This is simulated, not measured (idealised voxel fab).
The name of this process module is voxel lift off.
The cross-section shown here is cut; it is 155 nm wide and divided into square cells measuring 5 nm on a side.
We lay out every cross-section as a grid of square cells and spell it out in bands from the top down, where one band means one or more rows of cells.
Top height, bottom height, nm. Materials left to right, width each, nm. Single material + "everywhere" = fills band edge to edge. "empty" = empty.
The level at which height equals 0 is the one under which the wafer, as it arrives, is entirely one material. No lower edge exists for the bottom band, which continues downward and is notated as in "top 0, no bottom".
Note: "30..40" means the width goes from the first number (top row of the band) to the second number (bottom row) in equal steps per row of cells.
For the purposes of this document, the phrase "identical to before" attached to a step denotes that no cell within the cross-section was modified by that step.
"Trapped cavities" means: voids of 8 cells or more that are shut off from the top with no open way through. Written width x height at distance, distance from the left edge, in nm.
Heads up: the bit after the settings on a step's line is the simulator's remark on that step.
The optional step-line setting "overlay nm" applies to steps with a mask and quantifies how far to the right of its planned location the mask lay, a negative value indicating leftward placement.

-- So here's the lineup of process steps we planned
1) RECEIVE with material Si
2) CONFORMAL_DEP with material SiO2, thk nm 15
3) PATTERN with tone open, mask id LINES, material resist, width nm 20, pitch nm 50, thk nm 30, overlay nm 0
4) DIRECTIONAL_DEP with material Ru, thk nm 15
5) STRIP with etch materials resist
6) CONFORMAL_DEP with material SiCN, thk nm 10

-- On the first of the two wafers: run conducted according to plan

-- Cross-sectional view of the wafer in its as-received condition, corresponding to the state after step 1
> top 0, no bottom = Si everywhere
> Trapped cavities: none

-- How the wafer stands in section after step 2
> top 15, bottom 0 = SiO2 everywhere
> Below a height of 0, the structure has not been altered.

-- How the wafer stands in section after step 3
> top 45, bottom 15 = 15 resist; 20 empty; 30 resist; 20 empty; 30 resist; 20 empty; 20 resist
> Below a height of 15, the structure has not been altered.

-- How the wafer stands in section after step 4
> top 60, bottom 45 = 15 Ru; 20 empty; 30 Ru; 20 empty; 30 Ru; 20 empty; 20 Ru
> top 45, bottom 30 = 15 resist; 20 empty; 30 resist; 20 empty; 30 resist; 20 empty; 20 resist
> top 30, bottom 15 = 15 resist; 20 Ru; 30 resist; 20 Ru; 30 resist; 20 Ru; 20 resist
> Below a height of 15, the structure has not been altered.

-- How the wafer stands in section after step 5
> top 30, bottom 15 = 15 empty; 20 Ru; 30 empty; 20 Ru; 30 empty; 20 Ru; 20 empty
> Below a height of 15, the structure has not been altered.

-- How the wafer stands in section after step 6
> top 40, bottom 30 = 5 empty; 40 SiCN; 10 empty; 40 SiCN; 10 empty; 40 SiCN; 10 empty
> top 30, bottom 25 = 5 empty; 10 SiCN; 20 Ru; 10 SiCN; 10 empty; 10 SiCN; 20 Ru; 10 SiCN; 10 empty; 10 SiCN; 20 Ru; 10 SiCN; 10 empty
> top 25, bottom 15 = 15 SiCN; 20 Ru; 30 SiCN; 20 Ru; 30 SiCN; 20 Ru; 20 SiCN
> Below a height of 15, the structure has not been altered.

-- Wafer two of the pair: same origin, same plan, one error during the run; identical to wafer one up to and including step 1

X-section, second wafer, when step 2 was due to finish: identical to before

-- X-section, second wafer, when step 3 was due to finish
> top 30, bottom 0 = 15 resist; 20 empty; 30 resist; 20 empty; 30 resist; 20 empty; 20 resist
> Below a height of 0, the structure has not been altered.

-- X-section, second wafer, when step 4 was due to finish
> top 45, bottom 30 = 15 Ru; 20 empty; 30 Ru; 20 empty; 30 Ru; 20 empty; 20 Ru
> top 30, bottom 15 = 15 resist; 20 empty; 30 resist; 20 empty; 30 resist; 20 empty; 20 resist
> top 15, bottom 0 = 15 resist; 20 Ru; 30 resist; 20 Ru; 30 resist; 20 Ru; 20 resist
> Below a height of 0, the structure has not been altered.

-- X-section, second wafer, when step 5 was due to finish
> top 15, bottom 0 = 15 empty; 20 Ru; 30 empty; 20 Ru; 30 empty; 20 Ru; 20 empty
> Below a height of 0, the structure has not been altered.

-- X-section, second wafer, when step 6 was due to finish
> top 25, bottom 15 = 5 empty; 40 SiCN; 10 empty; 40 SiCN; 10 empty; 40 SiCN; 10 empty
> top 15, bottom 10 = 5 empty; 10 SiCN; 20 Ru; 10 SiCN; 10 empty; 10 SiCN; 20 Ru; 10 SiCN; 10 empty; 10 SiCN; 20 Ru; 10 SiCN; 10 empty
> top 10, bottom 0 = 15 SiCN; 20 Ru; 30 SiCN; 20 Ru; 30 SiCN; 20 Ru; 20 SiCN
> Below a height of 0, the structure has not been altered.
Here's what went sideways: plan step 2 was not performed, having been skipped
The final cell counts differ between the wafers, with the second having more or fewer of some materials than the first: SiO2 -93
